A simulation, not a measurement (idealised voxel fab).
Proc. module: voxel self aligned vias
Square cell edge 5 nm, section width 180 nm, ID cut.
This document writes a cross-section as a grid whose cells are square, and gives it as bands, listed from the top down; one or more rows of cells form a band. Top, bottom (nm), then materials left to right with widths (nm); lone material tagged "full width" fills the whole band edge to edge; "blank" = empty space. Height reference: 0 = level under which incoming wafer is all one material. Lowest band: no bottom, runs on downward, e.g. "0 and below". The width entry "30 to 40" should be interpreted row by row: the top row of cells in the band takes the first number, the bottom row takes the second number, and the change between adjacent rows is uniform throughout. For the purposes of this document, the phrase "left unchanged" attached to a step denotes that no cell within the cross-section was modified by that step. "Enclosed empty spaces": sealed empty spaces, 8 cells or more, no open way to top, listed width x height at distance, with distance from the left edge and width, height and distance in nm. Read whatever lies past the settings on a step's line as the simulator's own remark about the step. Each step line may optionally specify "overlay nm", which for a step with a mask gives the rightward distance between the mask's planned place and where it lay, a negative value indicating the leftward direction.
## The process steps that were planned are listed below
step 1: RECEIVE with material Si
step 2: CONFORMAL_DEP with material SiO2, thk nm 15
step 3: CONFORMAL_DEP with material SiCN, thk nm 5
step 4: DIRECTIONAL_DEP with material SiO2, thk nm 25
step 5: PATTERN with tone open, mask id LINES, material resist, width nm 20, pitch nm 70, thk nm 20, overlay nm 0
step 6: DIRECTIONAL_ETCH with etch materials SiO2, depth nm 25
step 7: STRIP with etch materials resist
step 8: CONFORMAL_DEP with material TiN, thk nm 5
step 9: FILL_DEP with material Ru, thk nm 5
step 10: CMP with height nm 45
step 11: SELECTIVE_ETCH with etch materials W Ru TiN, depth nm 5
step 12: FILL_DEP with material SiN, thk nm 5
step 13: CMP with height nm 45
step 14: DIRECTIONAL_DEP with material SiO2, thk nm 15
step 15: PATTERN with tone open, mask id VIAS, material resist, width nm 40, pitch nm 70, thk nm 20, overlay nm 0
step 16: DIRECTIONAL_ETCH with etch materials SiO2, depth nm 15
step 17: DIRECTIONAL_ETCH with etch materials SiN, depth nm 5
step 18: STRIP with etch materials resist
step 19: CONFORMAL_DEP with material TiN, thk nm 5
step 20: FILL_DEP with material Cu, thk nm 10
step 21: CMP with height nm 60
step 22: CONFORMAL_DEP with material SiN, thk nm 5
## As-received wafer cross-section (after step 1)
  0 and below | Si full width
  Enclosed empty spaces: none
## Sectioned view, first of two wafers, at the close of the module, processed as intended in the plan
  65 down to 60 | SiN full width
  60 down to 50 | SiO2 35  TiN 5  Cu 30  TiN 5  SiO2 30  TiN 5  Cu 30  TiN 5  SiO2 35
  50 down to 45 | SiO2 35  TiN 15  Cu 10  TiN 15  SiO2 30  TiN 15  Cu 10  TiN 15  SiO2 35
  45 down to 40 | SiO2 45  TiN 20  SiO2 50  TiN 20  SiO2 45
  40 down to 25 | SiO2 45  TiN 5  Ru 10  TiN 5  SiO2 50  TiN 5  Ru 10  TiN 5  SiO2 45
  25 down to 20 | SiO2 45  TiN 20  SiO2 50  TiN 20  SiO2 45
  20 down to 15 | SiCN full width
  15 down to 0 | SiO2 full width
  0 and below | Si full width
  Enclosed empty spaces: none
## Wafer two (of two), end-of-module cross-section: start = wafer one, plan = wafer one, one run mistake
  65 down to 60 | SiN full width
  60 down to 50 | Cu 30  TiN 5  SiO2 40  TiN 5  Cu 20  TiN 5  SiO2 40  TiN 5  Cu 30
  50 down to 45 | TiN 35  SiO2 40  TiN 30  SiO2 40  TiN 35
  45 down to 40 | SiO2 45  SiN 20  SiO2 50  SiN 20  SiO2 45
  40 down to 25 | SiO2 45  TiN 5  Ru 10  TiN 5  SiO2 50  TiN 5  Ru 10  TiN 5  SiO2 45
  25 down to 20 | SiO2 45  TiN 20  SiO2 50  TiN 20  SiO2 45
  20 down to 15 | SiCN full width
  15 down to 0 | SiO2 full width
  0 and below | Si full width
  Enclosed empty spaces: none
Where did the run depart from the plan? note that step 15 departed from the planned setting and was carried out as PATTERN with tone cover, mask id VIAS, material resist, width nm 40, pitch nm 70, thk nm 20, overlay nm 0
Once processing is complete, comparing cell counts shows that the second wafer has more or fewer of certain materials than the first: +4 Cu; +8 SiN; -12 SiO2
